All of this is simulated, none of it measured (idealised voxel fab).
A process module follows: voxel transistor to metal.
Square cells of 5 nm make up the cross-section cut, whose width is 185 nm.
A cross-section is written here as square cells arranged in a grid, and it is given in bands from the top down, each band taking up one or more rows of cells. Within each band entry, the heights of the top and of the bottom of the band appear first, in that order and in nm; the materials of the band then follow from left to right, each with its corresponding width in nm. The designation "full width" on a single material indicates that it fills the band from edge to edge; the designation "air" indicates empty space. Heights from 0 (as-received wafer is one material below). Bottom band endless downward, as "from 0 down". It should be noted that a width expressed as "30..40" varies in equal increments from row to row of cells within the band, taking the value of the first number at the top row and that of the second number at the bottom row. "identical to before" (step): cross-section cells unchanged, all of them. For the entry "Trapped voids", the listed items are empty spaces with no open way to the top whose size is 8 cells or more; each item follows the pattern width x height at distance, where distance is from the left edge and all three are in nm. Whatever follows a step's settings on its line is a remark the simulator itself makes about that step. overlay nm: right-of-plan distance of the mask on a masked step; negative values mean left-of-plan.
# The following list gives the planned process steps
1) RECEIVE, material Si
2) CONFORMAL_DEP, material SiO2, thk nm 5
3) CONFORMAL_DEP, material SiN, thk nm 10
4) PATTERN, tone cover, mask id ACTIVE, material resist, width nm 95, thk nm 20, overlay nm 0
5) DIRECTIONAL_ETCH, etch materials SiN, depth nm 10
6) DIRECTIONAL_ETCH, etch materials SiO2, depth nm 5
7) DIRECTIONAL_ETCH, etch materials Si, depth nm 35
8) STRIP, etch materials resist
9) FILL_DEP, material SiO2, thk nm 5
10) CMP, height nm 15
11) SELECTIVE_ETCH, etch materials SiO2, depth nm 10
12) STRIP, etch materials SiN
13) SELECTIVE_ETCH, etch materials SiO2, depth nm 5
14) OXIDIZE, depth nm 5
15) DIRECTIONAL_DEP, material polySi, thk nm 25
16) DIRECTIONAL_DEP, material SiCN, thk nm 10
17) DIRECTIONAL_DEP, material aC, thk nm 10
18) PATTERN, tone cover, mask id GATE, material resist, width nm 25, thk nm 30, overlay nm 0
19) DIRECTIONAL_ETCH, etch materials aC, depth nm 10
20) STRIP, etch materials resist
21) DIRECTIONAL_ETCH, etch materials SiCN, depth nm 20
22) DIRECTIONAL_ETCH, etch materials polySi, depth nm 35
23) STRIP, etch materials aC
24) CONFORMAL_DEP, material SiN, thk nm 5
25) DIRECTIONAL_ETCH, etch materials SiN, depth nm 5
26) DIRECTIONAL_ETCH, etch materials SiO2, depth nm 5
27) DIRECTIONAL_ETCH, etch materials Si, depth nm 10
28) EPI, material pSi, thk nm 10
29) FILL_DEP, material SiO2, thk nm 10
30) CMP, height nm 25
31) STRIP, etch materials polySi
32) SELECTIVE_ETCH, etch materials SiO2, depth nm 5
33) CONFORMAL_DEP, material HfO2, thk nm 5
34) CONFORMAL_DEP, material TiN, thk nm 5
35) FILL_DEP, material W, thk nm 5
36) CMP, height nm 20
37) DIRECTIONAL_DEP, material SiO2, thk nm 10
38) PATTERN, tone open, mask id CONTACT, material resist, width nm 15, pitch nm 70, thk nm 15, overlay nm 0
39) DIRECTIONAL_ETCH, etch materials SiO2, depth nm 35
40) STRIP, etch materials resist
41) CONFORMAL_DEP, material TiN, thk nm 5
42) FILL_DEP, material Ru, thk nm 5
43) CMP, height nm 30
44) CONFORMAL_DEP, material SiN, thk nm 5
45) DIRECTIONAL_DEP, material SiO2, thk nm 15
46) PATTERN, tone open, mask id METAL_1, material resist, width nm 15, pitch nm 70, thk nm 20, overlay nm 0
47) DIRECTIONAL_ETCH, etch materials SiO2, depth nm 15
48) DIRECTIONAL_ETCH, etch materials SiN, depth nm 5
49) STRIP, etch materials resist
50) CONFORMAL_DEP, material TiN, thk nm 5
51) FILL_DEP, material Cu, thk nm 5
52) CMP, height nm 50
53) EPI, material Ru, thk nm 5
54) FILL_DEP, material SiCN, thk nm 5
55) DIRECTIONAL_DEP, material lowk, thk nm 30
56) MASKED_ETCH, tone open, mask id METAL_2, width nm 15, pitch nm 70, etch materials lowk, depth nm 20, overlay nm 0
57) MASKED_ETCH, tone open, mask id METAL_2_HOLES, width nm 15, pitch nm 70, etch materials lowk, depth nm 10, overlay nm -15
58) MASKED_ETCH, tone open, mask id METAL_2_HOLES, width nm 15, pitch nm 70, etch materials SiCN, depth nm 5, overlay nm 0
59) CONFORMAL_DEP, material TiN, thk nm 5
60) FILL_DEP, material Cu, thk nm 5
61) CMP, height nm 90
62) CONFORMAL_DEP, material SiN, thk nm 5
For clarity, it should be stated that the wafers under discussion commence in an identical condition and differ with respect to the overlay nm of step 57, the plan indicating the value that the first wafer had.
# As received, i.e. after step 1: cross-section through the first of several wafers
> from 0 down | Si full width
> Trapped voids: none
# First of several wafers in cross-section at module end, following the final step, step 62
> from 95 to 90 | SiN full width
> from 90 to 80 | 35 of lowk | 5..20 of TiN | 20..5 of Cu | 5 of TiN | 40 of lowk | 5..20 of TiN | 20..5 of Cu | 5 of TiN | 50 of lowk
> from 80 to 75 | 50 of lowk | 5 of TiN | 5 of Cu | 5 of TiN | 55 of lowk | 5 of TiN | 5 of Cu | 5 of TiN | 50 of lowk
> from 75 to 70 | 50 of lowk | 15 of TiN | 55 of lowk | 15 of TiN | 50 of lowk
> from 70 to 60 | lowk full width
> from 60 to 55 | SiCN full width
> from 55 to 50 | 45 of SiCN | 25 of Ru | 45 of SiCN | 25 of Ru | 45 of SiCN
> from 50 to 35 | 50 of SiO2 | 5 of TiN | 5 of Cu | 5 of TiN | 55 of SiO2 | 5 of TiN | 5 of Cu | 5 of TiN | 50 of SiO2
> from 35 to 30 | 50 of SiN | 15 of TiN | 55 of SiN | 15 of TiN | 50 of SiN
> from 30 to 20 | 50 of SiO2 | 5 of TiN | 5 of Ru | 5 of TiN | 55 of SiO2 | 5 of TiN | 5 of Ru | 5 of TiN | 50 of SiO2
> from 20 to 5 | 50 of SiO2 | 5 of TiN | 5 of Ru | 5 of TiN | 10 of SiO2 | 5 of SiN | 5 of HfO2 | 5 of TiN | 5 of W | 5 of TiN | 5 of HfO2 | 5 of SiN | 10 of SiO2 | 5 of TiN | 5 of Ru | 5 of TiN | 50 of SiO2
> from 5 to 0 | 50 of SiO2 | 5 of TiN | 5 of Ru | 5 of TiN | 10 of pSi | 5 of SiN | 5 of HfO2 | 15 of TiN | 5 of HfO2 | 5 of SiN | 10 of pSi | 5 of TiN | 5 of Ru | 5 of TiN | 50 of SiO2
> from 0 to -5 | 50 of SiO2 | 15 of TiN | 10 of pSi | 35 of HfO2 | 10 of pSi | 15 of TiN | 50 of SiO2
> from -5 to -15 | 45 of SiO2 | 30 of pSi | 35 of Si | 30 of pSi | 45 of SiO2
> from -15 to -35 | 45 of SiO2 | 95 of Si | 45 of SiO2
> from -35 down | Si full width
> Trapped voids: none
# Last wafer of the set, cross-sectioned at end of module
> from 95 to 90 | SiN full width
> from 90 to 80 | 50 of lowk | 5 of TiN | 20..5 of Cu | 5..20 of TiN | 40 of lowk | 5 of TiN | 20..5 of Cu | 5..20 of TiN | 35 of lowk
> from 80 to 75 | 50 of lowk | 5 of TiN | 5 of Cu | 5 of TiN | 55 of lowk | 5 of TiN | 5 of Cu | 5 of TiN | 50 of lowk
> from 75 to 70 | 50 of lowk | 15 of TiN | 55 of lowk | 15 of TiN | 50 of lowk
> from 70 to 60 | lowk full width
> from 60 to 55 | SiCN full width
> from 55 to 50 | 45 of SiCN | 25 of Ru | 45 of SiCN | 25 of Ru | 45 of SiCN
> from 50 to 35 | 50 of SiO2 | 5 of TiN | 5 of Cu | 5 of TiN | 55 of SiO2 | 5 of TiN | 5 of Cu | 5 of TiN | 50 of SiO2
> from 35 to 30 | 50 of SiN | 15 of TiN | 55 of SiN | 15 of TiN | 50 of SiN
> from 30 to 20 | 50 of SiO2 | 5 of TiN | 5 of Ru | 5 of TiN | 55 of SiO2 | 5 of TiN | 5 of Ru | 5 of TiN | 50 of SiO2
> from 20 to 5 | 50 of SiO2 | 5 of TiN | 5 of Ru | 5 of TiN | 10 of SiO2 | 5 of SiN | 5 of HfO2 | 5 of TiN | 5 of W | 5 of TiN | 5 of HfO2 | 5 of SiN | 10 of SiO2 | 5 of TiN | 5 of Ru | 5 of TiN | 50 of SiO2
> from 5 to 0 | 50 of SiO2 | 5 of TiN | 5 of Ru | 5 of TiN | 10 of pSi | 5 of SiN | 5 of HfO2 | 15 of TiN | 5 of HfO2 | 5 of SiN | 10 of pSi | 5 of TiN | 5 of Ru | 5 of TiN | 50 of SiO2
> from 0 to -5 | 50 of SiO2 | 15 of TiN | 10 of pSi | 35 of HfO2 | 10 of pSi | 15 of TiN | 50 of SiO2
> from -5 to -15 | 45 of SiO2 | 30 of pSi | 35 of Si | 30 of pSi | 45 of SiO2
> from -15 to -35 | 45 of SiO2 | 95 of Si | 45 of SiO2
> from -35 down | Si full width
> Trapped voids: none
# Each row below is a wafer at the end of the module, listing for every material the number of cells it has gained (+) or lost (-) since it was received, followed by its closed voids
overlay nm -15; +18 Cu; +15 HfO2; +22 Ru; -169 Si; +64 SiCN; +76 SiN; +375 SiO2; +81 TiN; +3 W; +186 lowk; +32 pSi; Trapped voids: none
overlay nm -10; +16 Cu; +15 HfO2; +22 Ru; -169 Si; +62 SiCN; +76 SiN; +375 SiO2; +85 TiN; +3 W; +186 lowk; +32 pSi; Trapped voids: none
overlay nm -5; +14 Cu; +15 HfO2; +22 Ru; -169 Si; +60 SiCN; +76 SiN; +375 SiO2; +89 TiN; +3 W; +186 lowk; +32 pSi; Trapped voids: none
overlay nm 0; +18 Cu; +15 HfO2; +22 Ru; -169 Si; +58 SiCN; +76 SiN; +375 SiO2; +87 TiN; +3 W; +186 lowk; +32 pSi; Trapped voids: none
overlay nm 5; +14 Cu; +15 HfO2; +22 Ru; -169 Si; +60 SiCN; +76 SiN; +375 SiO2; +89 TiN; +3 W; +186 lowk; +32 pSi; Trapped voids: none
overlay nm 10; +16 Cu; +15 HfO2; +22 Ru; -169 Si; +62 SiCN; +76 SiN; +375 SiO2; +85 TiN; +3 W; +186 lowk; +32 pSi; Trapped voids: none
overlay nm 15; +18 Cu; +15 HfO2; +22 Ru; -169 Si; +64 SiCN; +76 SiN; +375 SiO2; +81 TiN; +3 W; +186 lowk; +32 pSi; Trapped voids: none
